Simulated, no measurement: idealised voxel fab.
process module | voxel self aligned vias
Xsec cut, 230 nm wide, square cell size 5 nm.
How to read a cross-section here: the picture is a grid of square cells, written as bands going from the top down, and any band can span one or more rows of cells.
Read a band's entry like this: the first values are the height of its top and the height of its bottom in nm, and what follows is the sequence of materials from left to right, each with its width in nm. Note that "blank" is empty space, and that a single material marked "all across" reaches across the band from edge to edge.
Heights from 0 (as-received wafer is one material below). Bottom band endless downward, as "0 and below".
Graded width ("30..40"): value in top row of band = first number; value in bottom row = second number; row-to-row change constant.
A step reported as "everything unchanged" is a step in which no cell of the cross-section changed.
Entry "Closed cavities" = empty spaces >= 8 cells with no open way to the top; each as width x height at distance, distance from left edge, all nm.
Read whatever lies past the settings on a step's line as the simulator's own remark about the step.
overlay nm, on a step with a mask: how far to the right of its planned place the mask lay; to the left if negative
# The process steps that were planned are listed below
1,RECEIVE | material Si
2,CONFORMAL_DEP | material SiO2 | thk nm 10
3,CONFORMAL_DEP | material SiCN | thk nm 5
4,DIRECTIONAL_DEP | material SiO2 | thk nm 30
5,DIRECTIONAL_DEP | material aC | thk nm 10
6,PATTERN | tone open | mask id LINES | material resist | width nm 20 | pitch nm 55 | thk nm 30 | overlay nm 0
7,DIRECTIONAL_ETCH | etch materials aC | depth nm 10
8,STRIP | etch materials resist
9,DIRECTIONAL_ETCH | etch materials SiO2 | depth nm 30
10,STRIP | etch materials aC
11,CONFORMAL_DEP | material TiN | thk nm 5
12,FILL_DEP | material Ru | thk nm 5
13,CMP | height nm 45
14,SELECTIVE_ETCH | etch materials W Ru TiN | depth nm 10
15,FILL_DEP | material SiN | thk nm 10
16,CMP | height nm 45
17,DIRECTIONAL_DEP | material SiO2 | thk nm 20
18,PATTERN | tone open | mask id VIAS | material resist | width nm 40 | pitch nm 110 | thk nm 20 | overlay nm 0
19,DIRECTIONAL_ETCH | etch materials SiO2 | depth nm 20
20,DIRECTIONAL_ETCH | etch materials SiN | depth nm 10
21,STRIP | etch materials resist
22,CONFORMAL_DEP | material TiN | thk nm 5
23,FILL_DEP | material Cu | thk nm 10
24,CMP | height nm 65
25,CONFORMAL_DEP | material SiN | thk nm 5
# Cross-section of the wafer as it came to us, i.e., already through step 1
* 0 and below: Si all across
* Closed cavities: none
# Sectioned view, first of two wafers, at the close of the module, processed as intended in the plan
* 70 down to 65: SiN all across
* 65 down to 50: SiO2=40 | TiN=5 | Cu=30 | TiN=5 | SiO2=70 | TiN=5 | Cu=30 | TiN=5 | SiO2=40
* 50 down to 45: SiO2=40 | TiN=15 | Cu=10 | TiN=15 | SiO2=70 | TiN=15 | Cu=10 | TiN=15 | SiO2=40
* 45 down to 40: SiO2=50 | TiN=5 | Cu=10 | TiN=5 | SiO2=35 | SiN=20 | SiO2=35 | TiN=5 | Cu=10 | TiN=5 | SiO2=50
* 40 down to 35: SiO2=50 | TiN=20 | SiO2=35 | SiN=20 | SiO2=35 | TiN=20 | SiO2=50
* 35 down to 20: SiO2=50 | TiN=5 | Ru=10 | TiN=5 | SiO2=35 | TiN=5 | Ru=10 | TiN=5 | SiO2=35 | TiN=5 | Ru=10 | TiN=5 | SiO2=50
* 20 down to 15: SiO2=50 | TiN=20 | SiO2=35 | TiN=20 | SiO2=35 | TiN=20 | SiO2=50
* 15 down to 10: SiCN all across
* 10 down to 0: SiO2 all across
* 0 and below: Si all across
* Closed cavities: none
# Cross-sectional view: second of two wafers, end of module; start and plan identical to the first, one mistake in running
* 70 down to 65: SiN all across
* 65 down to 60: SiO2=40 | TiN=15 | Cu=10 | TiN=15 | SiO2=70 | TiN=15 | Cu=10 | TiN=15 | SiO2=40
* 60 down to 45: SiO2=40 | TiN=40 | SiO2=70 | TiN=40 | SiO2=40
* 45 down to 35: SiO2=50 | TiN=20 | SiO2=35 | SiN=20 | SiO2=35 | TiN=20 | SiO2=50
* 35 down to 20: SiO2=50 | TiN=5 | Ru=10 | TiN=5 | SiO2=35 | TiN=5 | Ru=10 | TiN=5 | SiO2=35 | TiN=5 | Ru=10 | TiN=5 | SiO2=50
* 20 down to 15: SiO2=50 | TiN=20 | SiO2=35 | TiN=20 | SiO2=35 | TiN=20 | SiO2=50
* 15 down to 10: SiCN all across
* 10 down to 0: SiO2 all across
* 0 and below: Si all across
* Closed cavities: none
Here's what went sideways: heads up, step 22 didn't go per plan, it actually ran as CONFORMAL_DEP | material TiN | thk nm 15
Wrapping up, a cell-based count of both wafers puts the second over or under the first for these materials: Cu -40, TiN +40
